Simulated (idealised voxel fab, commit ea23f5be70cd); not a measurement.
Process module in this document: voxel transistor to metal
Square cell edge 5 nm, section width 165 nm, ID cut.
Each cross-section below is a grid of square cells, stated as bands in top-down order, with one or more rows of cells making up each band.
Band: top and bottom heights (nm) first, top before bottom; then materials from left to right, widths in nm. "edge to edge" marks a sole material filling the band edge to edge. "empty" denotes empty space.
Zero point of the height axis is 0; under it, received wafer = one material. Lowest band: continues down indefinitely, "z 0 and below".
Top row gets the first number, bottom row gets the second, and each row in between changes by the same step: that is how a band width like "30..40" works.
Where a step carries "same as before", the cross-section came out of it unchanged, cell for cell.
Entry "Enclosed void catalog". Content: empty spaces with no open connection to the top, size 8 cells or greater. Each: width x height at distance. Distance: from left edge. Unit: nm.
Formally, on a step line, whatever follows the settings is a remark that the simulator itself makes on the step.
"overlay nm" on a masked step: distance the mask lay right of its planned place, negative for left.

# The steps planned for the process are as follows
1,op RECEIVE | material Si
2,op CONFORMAL_DEP | material SiO2 | thk nm 5
3,op CONFORMAL_DEP | material SiN | thk nm 10
4,op PATTERN | tone cover | mask id ACTIVE | material resist | width nm 105 | thk nm 15 | overlay nm 0
5,op DIRECTIONAL_ETCH | etch materials SiN | depth nm 10
6,op DIRECTIONAL_ETCH | etch materials SiO2 | depth nm 5
7,op DIRECTIONAL_ETCH | etch materials Si | depth nm 20
8,op STRIP | etch materials resist
9,op FILL_DEP | material SiO2 | thk nm 10
10,op CMP | height nm 15
11,op SELECTIVE_ETCH | etch materials SiO2 | depth nm 5
12,op STRIP | etch materials SiN
13,op SELECTIVE_ETCH | etch materials SiO2 | depth nm 5
14,op OXIDIZE | depth nm 5
15,op DIRECTIONAL_DEP | material polySi | thk nm 25
16,op DIRECTIONAL_DEP | material SiCN | thk nm 10
17,op DIRECTIONAL_DEP | material aC | thk nm 15
18,op PATTERN | tone cover | mask id GATE | material resist | width nm 15 | thk nm 30 | overlay nm 0
19,op DIRECTIONAL_ETCH | etch materials aC | depth nm 15
20,op STRIP | etch materials resist
21,op DIRECTIONAL_ETCH | etch materials SiCN | depth nm 20
22,op DIRECTIONAL_ETCH | etch materials polySi | depth nm 35
23,op STRIP | etch materials aC
24,op CONFORMAL_DEP | material SiO2 | thk nm 5
25,op DIRECTIONAL_ETCH | etch materials SiO2 | depth nm 5
26,op CONFORMAL_DEP | material SiN | thk nm 5
27,op DIRECTIONAL_ETCH | etch materials SiN | depth nm 5
28,op DIRECTIONAL_ETCH | etch materials SiO2 | depth nm 5
29,op EPI | material SiGe | thk nm 5
30,op FILL_DEP | material SiO2 | thk nm 10
31,op CMP | height nm 35
32,op DIRECTIONAL_DEP | material SiO2 | thk nm 10
33,op PATTERN | tone open | mask id CONTACT | material resist | width nm 20 | pitch nm 65 | thk nm 20 | overlay nm 0
34,op DIRECTIONAL_ETCH | etch materials SiO2 | depth nm 45
35,op STRIP | etch materials resist
36,op CONFORMAL_DEP | material TiN | thk nm 5
37,op FILL_DEP | material Ru | thk nm 5
38,op CMP | height nm 45
39,op DIRECTIONAL_DEP | material TiN | thk nm 5
40,op DIRECTIONAL_DEP | material W | thk nm 20
41,op MASKED_ETCH | tone cover | mask id METAL_1 | width nm 15 | pitch nm 65 | etch materials W | depth nm 20 | overlay nm 0
42,op MASKED_ETCH | tone cover | mask id METAL_1 | width nm 20 | pitch nm 65 | etch materials TiN | depth nm 5 | overlay nm 0
43,op CONFORMAL_DEP | material SiCN | thk nm 5
44,op FILL_DEP | material lowk | thk nm 10
45,op CMP | height nm 70
46,op CONFORMAL_DEP | material SiN | thk nm 5
The value of width nm given for step 41 in the plan refers to the first wafer; the wafers vary in this setting and are alike at the start.

# As-received state after step 1, first of several wafers, cross-section
	z 0 and below: Si edge to edge
	Enclosed void catalog: none

# Heads up, this table goes wafer by wafer. A row tells you, at the end of the module, how many cells of each material that wafer has put on (+) or dropped (-) since it was received, and then its closed voids
width nm 15; +32 Ru; -69 Si; +49 SiCN; +12 SiGe; +49 SiN; +245 SiO2; +48 TiN; +24 W; +90 lowk; +15 polySi; Enclosed void catalog: none
width nm 20; +32 Ru; -69 Si; +47 SiCN; +12 SiGe; +49 SiN; +245 SiO2; +48 TiN; +32 W; +84 lowk; +15 polySi; Enclosed void catalog: none
width nm 25; +32 Ru; -69 Si; +45 SiCN; +12 SiGe; +49 SiN; +245 SiO2; +50 TiN; +40 W; +76 lowk; +15 polySi; Enclosed void catalog: none
width nm 30; +32 Ru; -69 Si; +43 SiCN; +12 SiGe; +49 SiN; +245 SiO2; +52 TiN; +48 W; +68 lowk; +15 polySi; Enclosed void catalog: none
width nm 35; +32 Ru; -69 Si; +41 SiCN; +12 SiGe; +49 SiN; +245 SiO2; +54 TiN; +56 W; +60 lowk; +15 polySi; Enclosed void catalog: none
